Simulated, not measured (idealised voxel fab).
process module | voxel wiring stack
cross-section cut | 210 nm wide | cells 5 nm
A cross-section is a grid of square cells, given in bands from the top down. A band is one or more rows of cells.
Each band's line starts with the height of the band's top and of its bottom, in nm. Then come its materials from left to right, each with its width in nm. One material with "throughout" fills the band from edge to edge. "air" is empty space.
Height 0 is the level under which the wafer as received is all one material. The lowest band goes on downwards, as in "0 down".
A width such as "30 to 40" changes by the same amount from each row of cells to the next, from the band's top row to its bottom row.
"no change" after a step means that no cell of the cross-section changed.
closed voids: empty space of 8 cells or more with no open way to the top, each as width x height at its distance from the left edge, in nm
after a step's settings: what the simulator itself notes on the step
overlay nm, on a step with a mask: how far to the right of its planned place the mask lay; to the left if negative
plan
1 op RECEIVE | material Si
2 op CONFORMAL_DEP | material SiO2 | thk nm 15
3 op CONFORMAL_DEP | material SiCN | thk nm 5
4 op DIRECTIONAL_DEP | material SiO2 | thk nm 25
5 op PATTERN | tone open | mask id METAL_1 | material resist | width nm 20 | pitch nm 35 | thk nm 20 | overlay nm 0
6 op DIRECTIONAL_ETCH | etch materials SiO2 | depth nm 25
7 op DIRECTIONAL_ETCH | etch materials SiCN | depth nm 5
8 op STRIP | etch materials resist
9 op CONFORMAL_DEP | material TiN | thk nm 5
10 op FILL_DEP | material Cu | thk nm 5
11 op CMP | height nm 45
12 op CONFORMAL_DEP | material SiCN | thk nm 5
13 op DIRECTIONAL_DEP | material SiO2 | thk nm 30
14 op DIRECTIONAL_DEP | material aC | thk nm 10
15 op PATTERN | tone open | mask id METAL_2_HOLES | material resist | width nm 15 | pitch nm 35 | thk nm 25 | overlay nm 0
16 op DIRECTIONAL_ETCH | etch materials aC | depth nm 10
17 op STRIP | etch materials resist
18 op DIRECTIONAL_ETCH | etch materials SiO2 | depth nm 30
19 op STRIP | etch materials aC
20 op DIRECTIONAL_DEP | material aC | thk nm 15
21 op PATTERN | tone open | mask id METAL_2 | material resist | width nm 20 | pitch nm 35 | thk nm 30 | overlay nm 0
22 op DIRECTIONAL_ETCH | etch materials aC | depth nm 15
23 op STRIP | etch materials resist
24 op DIRECTIONAL_ETCH | etch materials SiO2 | depth nm 20
25 op DIRECTIONAL_ETCH | etch materials SiCN | depth nm 5
26 op STRIP | etch materials aC
27 op CONFORMAL_DEP | material TiN | thk nm 5
28 op FILL_DEP | material Cu | thk nm 10
29 op CMP | height nm 80
30 op CONFORMAL_DEP | material SiCN | thk nm 5
31 op DIRECTIONAL_DEP | material SiO2 | thk nm 30
32 op MASKED_ETCH | tone open | mask id METAL_3_HOLES | width nm 15 | pitch nm 70 | etch materials SiO2 | depth nm 30 | overlay nm 0
33 op DIRECTIONAL_DEP | material aC | thk nm 15
34 op PATTERN | tone open | mask id METAL_3 | material resist | width nm 20 | pitch nm 35 | thk nm 35 | overlay nm 0
35 op DIRECTIONAL_ETCH | etch materials aC | depth nm 15
36 op STRIP | etch materials resist
37 op DIRECTIONAL_ETCH | etch materials SiO2 | depth nm 20
38 op DIRECTIONAL_ETCH | etch materials SiCN | depth nm 5
39 op STRIP | etch materials aC
40 op CONFORMAL_DEP | material TiN | thk nm 5
41 op FILL_DEP | material Cu | thk nm 5
42 op CMP | height nm 115
43 op CONFORMAL_DEP | material SiCN | thk nm 5
first wafer, as planned
as received, after step 1
  0 down: Si throughout
  closed voids: none
after step 2
  15 to 0: SiO2 throughout
  below 0: unchanged
after step 3
  20 to 15: SiCN throughout
  below 15: unchanged
after step 4
  45 to 20: SiO2 throughout
  below 20: unchanged
after step 5
  65 to 45: resist 40 | air 20 | resist 15 | air 20 | resist 15 | air 20 | resist 15 | air 20 | resist 45
  below 45: unchanged
after step 6
  65 to 45: resist 40 | air 20 | resist 15 | air 20 | resist 15 | air 20 | resist 15 | air 20 | resist 45
  45 to 20: SiO2 40 | air 20 | SiO2 15 | air 20 | SiO2 15 | air 20 | SiO2 15 | air 20 | SiO2 45
  below 20: unchanged
after step 7
  65 to 45: resist 40 | air 20 | resist 15 | air 20 | resist 15 | air 20 | resist 15 | air 20 | resist 45
  45 to 20: SiO2 40 | air 20 | SiO2 15 | air 20 | SiO2 15 | air 20 | SiO2 15 | air 20 | SiO2 45
  20 to 15: SiCN 40 | air 20 | SiCN 15 | air 20 | SiCN 15 | air 20 | SiCN 15 | air 20 | SiCN 45
  below 15: unchanged
after step 8
  45 to 20: SiO2 40 | air 20 | SiO2 15 | air 20 | SiO2 15 | air 20 | SiO2 15 | air 20 | SiO2 45
  below 20: unchanged
after step 9
  50 to 45: TiN 45 | air 10 | TiN 25 | air 10 | TiN 25 | air 10 | TiN 25 | air 10 | TiN 50
  45 to 20: SiO2 40 | TiN 5 | air 10 | TiN 5 | SiO2 15 | TiN 5 | air 10 | TiN 5 | SiO2 15 | TiN 5 | air 10 | TiN 5 | SiO2 15 | TiN 5 | air 10 | TiN 5 | SiO2 45
  20 to 15: SiCN 40 | TiN 20 | SiCN 15 | TiN 20 | SiCN 15 | TiN 20 | SiCN 15 | TiN 20 | SiCN 45
  below 15: unchanged
after step 10
  55 to 50: Cu throughout
  50 to 45: TiN 45 | Cu 10 | TiN 25 | Cu 10 | TiN 25 | Cu 10 | TiN 25 | Cu 10 | TiN 50
  45 to 20: SiO2 40 | TiN 5 | Cu 10 | TiN 5 | SiO2 15 | TiN 5 | Cu 10 | TiN 5 | SiO2 15 | TiN 5 | Cu 10 | TiN 5 | SiO2 15 | TiN 5 | Cu 10 | TiN 5 | SiO2 45
  below 20: unchanged
after step 11
  45 to 20: SiO2 40 | TiN 5 | Cu 10 | TiN 5 | SiO2 15 | TiN 5 | Cu 10 | TiN 5 | SiO2 15 | TiN 5 | Cu 10 | TiN 5 | SiO2 15 | TiN 5 | Cu 10 | TiN 5 | SiO2 45
  below 20: unchanged
after step 12
  50 to 45: SiCN throughout
  below 45: unchanged
after step 13
  80 to 50: SiO2 throughout
  below 50: unchanged
after step 14
  90 to 80: aC throughout
  below 80: unchanged
after step 15
  115 to 90: resist 40 | air 15 | resist 20 | air 15 | resist 20 | air 15 | resist 20 | air 15 | resist 50
  below 90: unchanged
after step 16
  105 to 90: resist 40 | air 15 | resist 20 | air 15 | resist 20 | air 15 | resist 20 | air 15 | resist 50
  90 to 80: aC 40 | air 15 | aC 20 | air 15 | aC 20 | air 15 | aC 20 | air 15 | aC 50
  below 80: unchanged
after step 17
  90 to 80: aC 40 | air 15 | aC 20 | air 15 | aC 20 | air 15 | aC 20 | air 15 | aC 50
  below 80: unchanged
after step 18
  90 to 80: aC 40 | air 15 | aC 20 | air 15 | aC 20 | air 15 | aC 20 | air 15 | aC 50
  80 to 50: SiO2 40 | air 15 | SiO2 20 | air 15 | SiO2 20 | air 15 | SiO2 20 | air 15 | SiO2 50
  below 50: unchanged
after step 19
  80 to 50: SiO2 40 | air 15 | SiO2 20 | air 15 | SiO2 20 | air 15 | SiO2 20 | air 15 | SiO2 50
  below 50: unchanged
after step 20
  95 to 80: aC 40 | air 15 | aC 20 | air 15 | aC 20 | air 15 | aC 20 | air 15 | aC 50
  80 to 65: SiO2 40 | air 15 | SiO2 20 | air 15 | SiO2 20 | air 15 | SiO2 20 | air 15 | SiO2 50
  65 to 50: SiO2 40 | aC 15 | SiO2 20 | aC 15 | SiO2 20 | aC 15 | SiO2 20 | aC 15 | SiO2 50
  below 50: unchanged
after step 21
  125 to 95: resist 40 | air 20 | resist 15 | air 20 | resist 15 | air 20 | resist 15 | air 20 | resist 45
  below 95: unchanged
after step 22
  110 to 95: resist 40 | air 20 | resist 15 | air 20 | resist 15 | air 20 | resist 15 | air 20 | resist 45
  95 to 80: aC 40 | air 20 | aC 15 | air 20 | aC 15 | air 20 | aC 15 | air 20 | aC 45
  80 to 50: SiO2 40 | air 15 | SiO2 20 | air 15 | SiO2 20 | air 15 | SiO2 20 | air 15 | SiO2 50
  below 50: unchanged
after step 23
  95 to 80: aC 40 | air 20 | aC 15 | air 20 | aC 15 | air 20 | aC 15 | air 20 | aC 45
  below 80: unchanged
after step 24
  95 to 80: aC 40 | air 20 | aC 15 | air 20 | aC 15 | air 20 | aC 15 | air 20 | aC 45
  80 to 60: SiO2 40 | air 20 | SiO2 15 | air 20 | SiO2 15 | air 20 | SiO2 15 | air 20 | SiO2 45
  below 60: unchanged
after step 25
  95 to 80: aC 40 | air 20 | aC 15 | air 20 | aC 15 | air 20 | aC 15 | air 20 | aC 45
  80 to 60: SiO2 40 | air 20 | SiO2 15 | air 20 | SiO2 15 | air 20 | SiO2 15 | air 20 | SiO2 45
  60 to 50: SiO2 40 | air 15 | SiO2 20 | air 15 | SiO2 20 | air 15 | SiO2 20 | air 15 | SiO2 50
  50 to 45: SiCN 40 | air 15 | SiCN 20 | air 15 | SiCN 20 | air 15 | SiCN 20 | air 15 | SiCN 50
  below 45: unchanged
after step 26
  80 to 60: SiO2 40 | air 20 | SiO2 15 | air 20 | SiO2 15 | air 20 | SiO2 15 | air 20 | SiO2 45
  below 60: unchanged
after step 27
  85 to 80: TiN 45 | air 10 | TiN 25 | air 10 | TiN 25 | air 10 | TiN 25 | air 10 | TiN 50
  80 to 65: SiO2 40 | TiN 5 | air 10 | TiN 5 | SiO2 15 | TiN 5 | air 10 | TiN 5 | SiO2 15 | TiN 5 | air 10 | TiN 5 | SiO2 15 | TiN 5 | air 10 | TiN 5 | SiO2 45
  65 to 60: SiO2 40 | TiN 5 | air 5 | TiN 10 | SiO2 15 | TiN 5 | air 5 | TiN 10 | SiO2 15 | TiN 5 | air 5 | TiN 10 | SiO2 15 | TiN 5 | air 5 | TiN 10 | SiO2 45
  60 to 50: SiO2 40 | TiN 5 | air 5 | TiN 5 | SiO2 20 | TiN 5 | air 5 | TiN 5 | SiO2 20 | TiN 5 | air 5 | TiN 5 | SiO2 20 | TiN 5 | air 5 | TiN 5 | SiO2 50
  50 to 45: SiCN 40 | TiN 15 | SiCN 20 | TiN 15 | SiCN 20 | TiN 15 | SiCN 20 | TiN 15 | SiCN 50
  below 45: unchanged
after step 28
  95 to 85: Cu throughout
  85 to 80: TiN 45 | Cu 10 | TiN 25 | Cu 10 | TiN 25 | Cu 10 | TiN 25 | Cu 10 | TiN 50
  80 to 65: SiO2 40 | TiN 5 | Cu 10 | TiN 5 | SiO2 15 | TiN 5 | Cu 10 | TiN 5 | SiO2 15 | TiN 5 | Cu 10 | TiN 5 | SiO2 15 | TiN 5 | Cu 10 | TiN 5 | SiO2 45
  65 to 60: SiO2 40 | TiN 5 | Cu 5 | TiN 10 | SiO2 15 | TiN 5 | Cu 5 | TiN 10 | SiO2 15 | TiN 5 | Cu 5 | TiN 10 | SiO2 15 | TiN 5 | Cu 5 | TiN 10 | SiO2 45
  60 to 50: SiO2 40 | TiN 5 | Cu 5 | TiN 5 | SiO2 20 | TiN 5 | Cu 5 | TiN 5 | SiO2 20 | TiN 5 | Cu 5 | TiN 5 | SiO2 20 | TiN 5 | Cu 5 | TiN 5 | SiO2 50
  below 50: unchanged
after step 29
  80 to 65: SiO2 40 | TiN 5 | Cu 10 | TiN 5 | SiO2 15 | TiN 5 | Cu 10 | TiN 5 | SiO2 15 | TiN 5 | Cu 10 | TiN 5 | SiO2 15 | TiN 5 | Cu 10 | TiN 5 | SiO2 45
  below 65: unchanged
after step 30
  85 to 80: SiCN throughout
  below 80: unchanged
after step 31
  115 to 85: SiO2 throughout
  below 85: unchanged
after step 32
  115 to 85: SiO2 40 | air 15 | SiO2 55 | air 15 | SiO2 85
  below 85: unchanged
after step 33
  130 to 115: aC 40 | air 15 | aC 55 | air 15 | aC 85
  115 to 100: SiO2 40 | air 15 | SiO2 55 | air 15 | SiO2 85
  100 to 85: SiO2 40 | aC 15 | SiO2 55 | aC 15 | SiO2 85
  below 85: unchanged
after step 34
  165 to 130: resist 40 | air 20 | resist 15 | air 20 | resist 15 | air 20 | resist 15 | air 20 | resist 45
  below 130: unchanged
after step 35
  150 to 130: resist 40 | air 20 | resist 15 | air 20 | resist 15 | air 20 | resist 15 | air 20 | resist 45
  130 to 115: aC 40 | air 20 | aC 15 | air 20 | aC 15 | air 20 | aC 15 | air 20 | aC 45
  115 to 85: SiO2 40 | air 15 | SiO2 55 | air 15 | SiO2 85
  below 85: unchanged
after step 36
  130 to 115: aC 40 | air 20 | aC 15 | air 20 | aC 15 | air 20 | aC 15 | air 20 | aC 45
  below 115: unchanged
after step 37
  130 to 115: aC 40 | air 20 | aC 15 | air 20 | aC 15 | air 20 | aC 15 | air 20 | aC 45
  115 to 95: SiO2 40 | air 20 | SiO2 15 | air 20 | SiO2 15 | air 20 | SiO2 15 | air 20 | SiO2 45
  below 95: unchanged
after step 38
  130 to 115: aC 40 | air 20 | aC 15 | air 20 | aC 15 | air 20 | aC 15 | air 20 | aC 45
  115 to 95: SiO2 40 | air 20 | SiO2 15 | air 20 | SiO2 15 | air 20 | SiO2 15 | air 20 | SiO2 45
  95 to 85: SiO2 40 | air 15 | SiO2 55 | air 15 | SiO2 85
  85 to 80: SiCN 40 | air 15 | SiCN 55 | air 15 | SiCN 85
  below 80: unchanged
after step 39
  115 to 95: SiO2 40 | air 20 | SiO2 15 | air 20 | SiO2 15 | air 20 | SiO2 15 | air 20 | SiO2 45
  below 95: unchanged
after step 40
  120 to 115: TiN 45 | air 10 | TiN 25 | air 10 | TiN 25 | air 10 | TiN 25 | air 10 | TiN 50
  115 to 100: SiO2 40 | TiN 5 | air 10 | TiN 5 | SiO2 15 | TiN 5 | air 10 | TiN 5 | SiO2 15 | TiN 5 | air 10 | TiN 5 | SiO2 15 | TiN 5 | air 10 | TiN 5 | SiO2 45
  100 to 95: SiO2 40 | TiN 5 | air 5 | TiN 10 | SiO2 15 | TiN 20 | SiO2 15 | TiN 5 | air 5 | TiN 10 | SiO2 15 | TiN 20 | SiO2 45
  95 to 85: SiO2 40 | TiN 5 | air 5 | TiN 5 | SiO2 55 | TiN 5 | air 5 | TiN 5 | SiO2 85
  85 to 80: SiCN 40 | TiN 15 | SiCN 55 | TiN 15 | SiCN 85
  below 80: unchanged
after step 41
  125 to 120: Cu throughout
  120 to 115: TiN 45 | Cu 10 | TiN 25 | Cu 10 | TiN 25 | Cu 10 | TiN 25 | Cu 10 | TiN 50
  115 to 100: SiO2 40 | TiN 5 | Cu 10 | TiN 5 | SiO2 15 | TiN 5 | Cu 10 | TiN 5 | SiO2 15 | TiN 5 | Cu 10 | TiN 5 | SiO2 15 | TiN 5 | Cu 10 | TiN 5 | SiO2 45
  100 to 95: SiO2 40 | TiN 5 | Cu 5 | TiN 10 | SiO2 15 | TiN 20 | SiO2 15 | TiN 5 | Cu 5 | TiN 10 | SiO2 15 | TiN 20 | SiO2 45
  95 to 85: SiO2 40 | TiN 5 | Cu 5 | TiN 5 | SiO2 55 | TiN 5 | Cu 5 | TiN 5 | SiO2 85
  below 85: unchanged
after step 42
  115 to 100: SiO2 40 | TiN 5 | Cu 10 | TiN 5 | SiO2 15 | TiN 5 | Cu 10 | TiN 5 | SiO2 15 | TiN 5 | Cu 10 | TiN 5 | SiO2 15 | TiN 5 | Cu 10 | TiN 5 | SiO2 45
  below 100: unchanged
after step 43
  120 to 115: SiCN throughout
  below 115: unchanged
second wafer: like start, like plan, one mistake. Through step 33 it matches the first wafer
when step 34 should have ended
  165 to 130: resist 45 | air 20 | resist 15 | air 20 | resist 15 | air 20 | resist 15 | air 20 | resist 40
  130 to 115: aC 40 | resist 5 | air 10 | aC 55 | resist 5 | air 10 | aC 85
  115 to 100: SiO2 40 | resist 5 | air 10 | SiO2 55 | resist 5 | air 10 | SiO2 85
  below 100: unchanged
when step 35 should have ended
  150 to 130: resist 45 | air 20 | resist 15 | air 20 | resist 15 | air 20 | resist 15 | air 20 | resist 40
  130 to 115: aC 40 | resist 5 | air 20 | aC 15 | air 20 | aC 10 | resist 5 | air 20 | aC 15 | air 20 | aC 40
  115 to 100: SiO2 40 | resist 5 | air 10 | SiO2 55 | resist 5 | air 10 | SiO2 85
  100 to 85: SiO2 40 | aC 5 | air 10 | SiO2 55 | aC 5 | air 10 | SiO2 85
  below 85: unchanged
when step 36 should have ended
  130 to 115: aC 40 | air 25 | aC 15 | air 20 | aC 10 | air 25 | aC 15 | air 20 | aC 40
  115 to 100: SiO2 40 | air 15 | SiO2 55 | air 15 | SiO2 85
  below 100: unchanged
when step 37 should have ended
  130 to 115: aC 40 | air 25 | aC 15 | air 20 | aC 10 | air 25 | aC 15 | air 20 | aC 40
  115 to 100: SiO2 40 | air 25 | SiO2 15 | air 20 | SiO2 10 | air 25 | SiO2 15 | air 20 | SiO2 40
  100 to 95: SiO2 40 | aC 5 | air 20 | SiO2 15 | air 20 | SiO2 10 | aC 5 | air 20 | SiO2 15 | air 20 | SiO2 40
  below 95: unchanged
when step 38 should have ended
  130 to 115: aC 40 | air 25 | aC 15 | air 20 | aC 10 | air 25 | aC 15 | air 20 | aC 40
  115 to 100: SiO2 40 | air 25 | SiO2 15 | air 20 | SiO2 10 | air 25 | SiO2 15 | air 20 | SiO2 40
  100 to 95: SiO2 40 | aC 5 | air 20 | SiO2 15 | air 20 | SiO2 10 | aC 5 | air 20 | SiO2 15 | air 20 | SiO2 40
  95 to 85: SiO2 40 | aC 5 | air 10 | SiO2 55 | aC 5 | air 10 | SiO2 85
  85 to 80: SiCN 45 | air 10 | SiCN 60 | air 10 | SiCN 85
  below 80: unchanged
when step 39 should have ended
  115 to 95: SiO2 40 | air 25 | SiO2 15 | air 20 | SiO2 10 | air 25 | SiO2 15 | air 20 | SiO2 40
  95 to 85: SiO2 40 | air 15 | SiO2 55 | air 15 | SiO2 85
  below 85: unchanged
when step 40 should have ended
  120 to 115: TiN 45 | air 15 | TiN 25 | air 10 | TiN 20 | air 15 | TiN 25 | air 10 | TiN 45
  115 to 100: SiO2 40 | TiN 5 | air 15 | TiN 5 | SiO2 15 | TiN 5 | air 10 | TiN 5 | SiO2 10 | TiN 5 | air 15 | TiN 5 | SiO2 15 | TiN 5 | air 10 | TiN 5 | SiO2 40
  100 to 95: SiO2 40 | TiN 5 | air 5 | TiN 15 | SiO2 15 | TiN 20 | SiO2 10 | TiN 5 | air 5 | TiN 15 | SiO2 15 | TiN 20 | SiO2 40
  95 to 90: SiO2 40 | TiN 5 | air 5 | TiN 5 | SiO2 55 | TiN 5 | air 5 | TiN 5 | SiO2 85
  90 to 85: SiO2 40 | TiN 15 | SiO2 55 | TiN 15 | SiO2 85
  85 to 80: SiCN 45 | TiN 10 | SiCN 60 | TiN 10 | SiCN 85
  below 80: unchanged
when step 41 should have ended
  125 to 120: Cu throughout
  120 to 115: TiN 45 | Cu 15 | TiN 25 | Cu 10 | TiN 20 | Cu 15 | TiN 25 | Cu 10 | TiN 45
  115 to 100: SiO2 40 | TiN 5 | Cu 15 | TiN 5 | SiO2 15 | TiN 5 | Cu 10 | TiN 5 | SiO2 10 | TiN 5 | Cu 15 | TiN 5 | SiO2 15 | TiN 5 | Cu 10 | TiN 5 | SiO2 40
  100 to 95: SiO2 40 | TiN 5 | Cu 5 | TiN 15 | SiO2 15 | TiN 20 | SiO2 10 | TiN 5 | Cu 5 | TiN 15 | SiO2 15 | TiN 20 | SiO2 40
  95 to 90: SiO2 40 | TiN 5 | Cu 5 | TiN 5 | SiO2 55 | TiN 5 | Cu 5 | TiN 5 | SiO2 85
  below 90: unchanged
when step 42 should have ended
  115 to 100: SiO2 40 | TiN 5 | Cu 15 | TiN 5 | SiO2 15 | TiN 5 | Cu 10 | TiN 5 | SiO2 10 | TiN 5 | Cu 15 | TiN 5 | SiO2 15 | TiN 5 | Cu 10 | TiN 5 | SiO2 40
  below 100: unchanged
when step 43 should have ended
  120 to 115: SiCN throughout
  below 115: unchanged
what went wrong: step 34 ran as: op PATTERN | tone open | mask id METAL_3 | material resist | width nm 20 | pitch nm 35 | thk nm 35 | overlay nm 5
at the end the second wafer has, in cells: 4 more of Cu | 2 more of SiCN | 8 fewer of SiO2 | 2 more of TiN
